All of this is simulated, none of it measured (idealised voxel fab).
process module | voxel double patterning
cross-section cut | 190 nm wide | cells 5 nm
A cross-section is a grid of square cells, given in bands from the top down. A band is one or more rows of cells.
Each band's line starts with the height of the band's top and of its bottom, in nm. Then come its materials from left to right, each with its width in nm. One material with "throughout" fills the band from edge to edge. "air" is empty space.
Height 0 is the level under which the wafer as received is all one material. The lowest band goes on downwards, as in "0 down".
A width such as "30 to 40" changes by the same amount from each row of cells to the next, from the band's top row to its bottom row.
"no change" after a step means that no cell of the cross-section changed.
closed voids: empty space of 8 cells or more with no open way to the top, each as width x height at its distance from the left edge, in nm
after a step's settings: what the simulator itself notes on the step
overlay nm, on a step with a mask: how far to the right of its planned place the mask lay; to the left if negative
plan
1 op RECEIVE | material Si
2 op CONFORMAL_DEP | material SiO2 | thk nm 5
3 op DIRECTIONAL_DEP | material TiN | thk nm 10
4 op DIRECTIONAL_DEP | material SiN | thk nm 5
5 op PATTERN | tone open | mask id FIRST | material resist | width nm 15 | pitch nm 50 | thk nm 20 | overlay nm 0
6 op DIRECTIONAL_ETCH | etch materials SiN | depth nm 5
7 op STRIP | etch materials resist
8 op DIRECTIONAL_DEP | material aC | thk nm 10
9 op PATTERN | tone open | mask id SECOND | material resist | width nm 15 | thk nm 25 | overlay nm 0
10 op DIRECTIONAL_ETCH | etch materials aC | depth nm 10
11 op STRIP | etch materials resist
12 op DIRECTIONAL_ETCH | etch materials SiN | depth nm 5
13 op STRIP | etch materials aC
14 op DIRECTIONAL_ETCH | etch materials TiN | depth nm 10
15 op STRIP | etch materials SiN
first wafer, as planned
as received, after step 1
  0 down: Si throughout
  closed voids: none
after step 2
  5 to 0: SiO2 throughout
  below 0: unchanged
after step 3
  15 to 5: TiN throughout
  below 5: unchanged
after step 4
  20 to 15: SiN throughout
  below 15: unchanged
after step 5
  40 to 20: resist 60 | air 15 | resist 35 | air 15 | resist 65
  below 20: unchanged
after step 6
  40 to 20: resist 60 | air 15 | resist 35 | air 15 | resist 65
  20 to 15: SiN 60 | air 15 | SiN 35 | air 15 | SiN 65
  below 15: unchanged
after step 7
  20 to 15: SiN 60 | air 15 | SiN 35 | air 15 | SiN 65
  below 15: unchanged
after step 8
  30 to 25: aC 60 | air 15 | aC 35 | air 15 | aC 65
  25 to 20: aC throughout
  20 to 15: SiN 60 | aC 15 | SiN 35 | aC 15 | SiN 65
  below 15: unchanged
after step 9
  55 to 30: resist 85 | air 15 | resist 90
  30 to 25: aC 60 | resist 15 | aC 35 | resist 15 | aC 65
  below 25: unchanged
after step 10
  45 to 30: resist 85 | air 15 | resist 90
  30 to 25: aC 60 | resist 15 | aC 10 | air 15 | aC 10 | resist 15 | aC 65
  25 to 20: aC 85 | air 15 | aC 90
  below 20: unchanged
after step 11
  30 to 25: aC 60 | air 15 | aC 10 | air 15 | aC 10 | air 15 | aC 65
  below 25: unchanged
after step 12
  30 to 25: aC 60 | air 15 | aC 10 | air 15 | aC 10 | air 15 | aC 65
  25 to 20: aC 85 | air 15 | aC 90
  20 to 15: SiN 60 | aC 15 | SiN 10 | air 15 | SiN 10 | aC 15 | SiN 65
  below 15: unchanged
after step 13
  20 to 15: SiN 60 | air 15 | SiN 10 | air 15 | SiN 10 | air 15 | SiN 65
  below 15: unchanged
after step 14
  20 to 15: SiN 60 | air 15 | SiN 10 | air 15 | SiN 10 | air 15 | SiN 65
  15 to 5: TiN 60 | air 15 | TiN 10 | air 15 | TiN 10 | air 15 | TiN 65
  below 5: unchanged
after step 15
  15 to 5: TiN 60 | air 15 | TiN 10 | air 15 | TiN 10 | air 15 | TiN 65
  below 5: unchanged
second wafer: like start, like plan, one mistake. Through step 4 it matches the first wafer
when step 5 should have ended
  40 to 20: resist 55 | air 25 | resist 25 | air 25 | resist 60
  below 20: unchanged
when step 6 should have ended
  40 to 20: resist 55 | air 25 | resist 25 | air 25 | resist 60
  20 to 15: SiN 55 | air 25 | SiN 25 | air 25 | SiN 60
  below 15: unchanged
when step 7 should have ended
  20 to 15: SiN 55 | air 25 | SiN 25 | air 25 | SiN 60
  below 15: unchanged
when step 8 should have ended
  30 to 25: aC 55 | air 25 | aC 25 | air 25 | aC 60
  25 to 20: aC throughout
  20 to 15: SiN 55 | aC 25 | SiN 25 | aC 25 | SiN 60
  below 15: unchanged
when step 9 should have ended
  55 to 30: resist 85 | air 15 | resist 90
  30 to 25: aC 55 | resist 25 | aC 25 | resist 25 | aC 60
  below 25: unchanged
when step 10 should have ended
  45 to 30: resist 85 | air 15 | resist 90
  30 to 25: aC 55 | resist 25 | aC 5 | air 15 | aC 5 | resist 25 | aC 60
  25 to 20: aC 85 | air 15 | aC 90
  below 20: unchanged
when step 11 should have ended
  30 to 25: aC 55 | air 25 | aC 5 | air 15 | aC 5 | air 25 | aC 60
  below 25: unchanged
when step 12 should have ended
  30 to 25: aC 55 | air 25 | aC 5 | air 15 | aC 5 | air 25 | aC 60
  25 to 20: aC 85 | air 15 | aC 90
  20 to 15: SiN 55 | aC 25 | SiN 5 | air 15 | SiN 5 | aC 25 | SiN 60
  below 15: unchanged
when step 13 should have ended
  20 to 15: SiN 55 | air 25 | SiN 5 | air 15 | SiN 5 | air 25 | SiN 60
  below 15: unchanged
when step 14 should have ended
  20 to 15: SiN 55 | air 25 | SiN 5 | air 15 | SiN 5 | air 25 | SiN 60
  15 to 5: TiN 55 | air 25 | TiN 5 | air 15 | TiN 5 | air 25 | TiN 60
  below 5: unchanged
when step 15 should have ended
  15 to 5: TiN 55 | air 25 | TiN 5 | air 15 | TiN 5 | air 25 | TiN 60
  below 5: unchanged
what went wrong: step 5 ran as: op PATTERN | tone open | mask id FIRST | material resist | width nm 25 | pitch nm 50 | thk nm 20 | overlay nm 0
at the end the second wafer has, in cells: 8 fewer of TiN
